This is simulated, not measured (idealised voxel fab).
process module | voxel gate over fins
275 nm wide, 5 nm square cells: that's cross-section cut.
Cross-section spec: square-cell grid; bands listed top down; each band is one or more rows.
It is stipulated that each band's entry specify, in nanometres, the height of the top of the band and then that of its bottom, followed by the materials of the band in left-to-right sequence, each together with its width in nanometres. A single material marked by the word "everywhere" is understood to fill the band from edge to edge; the word "blank" is understood to denote empty space.
Below 0: as-received wafer, all one material; heights counted from there. Lowest band: no bottom, goes on down, written "from 0 down".
Note: "30 to 40" means the width goes from the first number (top row of the band) to the second number (bottom row) in equal steps per row of cells.
"no change" -> step changed no cross-section cell.
Any empty space of 8 cells or more lacking an open way to the top shows up in "Non-vented voids" as width x height at distance, distance from the left edge, in nm.
The remark found on a step's line after its settings is issued by the simulator itself and pertains to that step.
overlay nm: right-of-plan distance of the mask on a masked step; negative values mean left-of-plan.

LIST OF PLANNED PROCESS STEPS
1,RECEIVE | material Si
2,CONFORMAL_DEP | material SiN | thk nm 10
3,MASKED_ETCH | tone cover | mask id FINS | width nm 15 | pitch nm 40 | etch materials SiN | depth nm 10 | overlay nm -15
4,MASKED_ETCH | tone cover | mask id FINS | width nm 15 | pitch nm 40 | etch materials Si | depth nm 35 | overlay nm 0
5,FILL_DEP | material SiO2 | thk nm 15
6,CMP | height nm 10
7,SELECTIVE_ETCH | etch materials SiO2 | depth nm 25
8,STRIP | etch materials SiN
9,CONFORMAL_DEP | material HfO2 | thk nm 5
10,CONFORMAL_DEP | material TiN | thk nm 5
11,FILL_DEP | material W | thk nm 10
12,CMP | height nm 15
13,CONFORMAL_DEP | material SiN | thk nm 10
Same starting wafers, different overlay nm at step 3. Plan value belongs to the first wafer.

FIRST WAFER OF SEVERAL, AS RECEIVED: CROSS-SECTION AFTER STEP 1
	from 0 down: Si everywhere
	Non-vented voids: none

FIRST WAFER OF SEVERAL, CROSS-SECTION, MODULE END, AFTER STEP 13 (LAST)
	from 25 to 15: SiN everywhere
	from 15 to 10: W everywhere
	from 10 to 5: 85 W | 90 TiN | 100 W
	from 5 to 0: 85 W | 5 TiN | 80 HfO2 | 5 TiN | 100 W
	from 0 to -5: 85 W | 5 TiN | 5 HfO2 | 30 Si | 10 HfO2 | 30 Si | 5 HfO2 | 5 TiN | 100 W
	from -5 to -10: 90 TiN | 5 HfO2 | 30 Si | 10 HfO2 | 30 Si | 5 HfO2 | 105 TiN
	from -10 to -15: 95 HfO2 | 30 Si | 10 HfO2 | 30 Si | 110 HfO2
	from -15 to -35: 95 SiO2 | 30 Si | 10 SiO2 | 30 Si | 110 SiO2
	from -35 down: Si everywhere
	Non-vented voids: none

CROSS-SECTION AT MODULE COMPLETION, LAST WAFER
	from 25 to 15: SiN everywhere
	from 15 to 10: W everywhere
	from 10 to 5: 100 W | 90 TiN | 85 W
	from 5 to 0: 100 W | 5 TiN | 80 HfO2 | 5 TiN | 85 W
	from 0 to -5: 100 W | 5 TiN | 5 HfO2 | 30 Si | 10 HfO2 | 30 Si | 5 HfO2 | 5 TiN | 85 W
	from -5 to -10: 105 TiN | 5 HfO2 | 30 Si | 10 HfO2 | 30 Si | 5 HfO2 | 90 TiN
	from -10 to -15: 110 HfO2 | 30 Si | 10 HfO2 | 30 Si | 95 HfO2
	from -15 to -35: 110 SiO2 | 30 Si | 10 SiO2 | 30 Si | 95 SiO2
	from -35 down: Si everywhere
	Non-vented voids: none

SO IN THIS TABLE EVERY WAFER GETS ITS OWN ROW, AND WHAT YOU SEE IS WHERE IT STANDS AT THE END OF THE MODULE: FOR EACH MATERIAL, HOW MANY CELLS IT PICKED UP (+) OR GAVE UP (-) SINCE WE RECEIVED IT, AND AFTER THAT ITS CLOSED VOIDS
overlay nm -15; +67 HfO2; -301 Si; +110 SiN; +172 SiO2; +61 TiN; +166 W; Non-vented voids: none
overlay nm -10; +67 HfO2; -315 Si; +110 SiN; +180 SiO2; +64 TiN; +169 W; Non-vented voids: none
overlay nm -5; +67 HfO2; -329 Si; +110 SiN; +188 SiO2; +67 TiN; +172 W; Non-vented voids: none
overlay nm 0; +67 HfO2; -343 Si; +110 SiN; +196 SiO2; +67 TiN; +178 W; Non-vented voids: none
overlay nm 5; +67 HfO2; -329 Si; +110 SiN; +188 SiO2; +67 TiN; +172 W; Non-vented voids: none
overlay nm 10; +67 HfO2; -315 Si; +110 SiN; +180 SiO2; +64 TiN; +169 W; Non-vented voids: none
overlay nm 15; +67 HfO2; -301 Si; +110 SiN; +172 SiO2; +61 TiN; +166 W; Non-vented voids: none
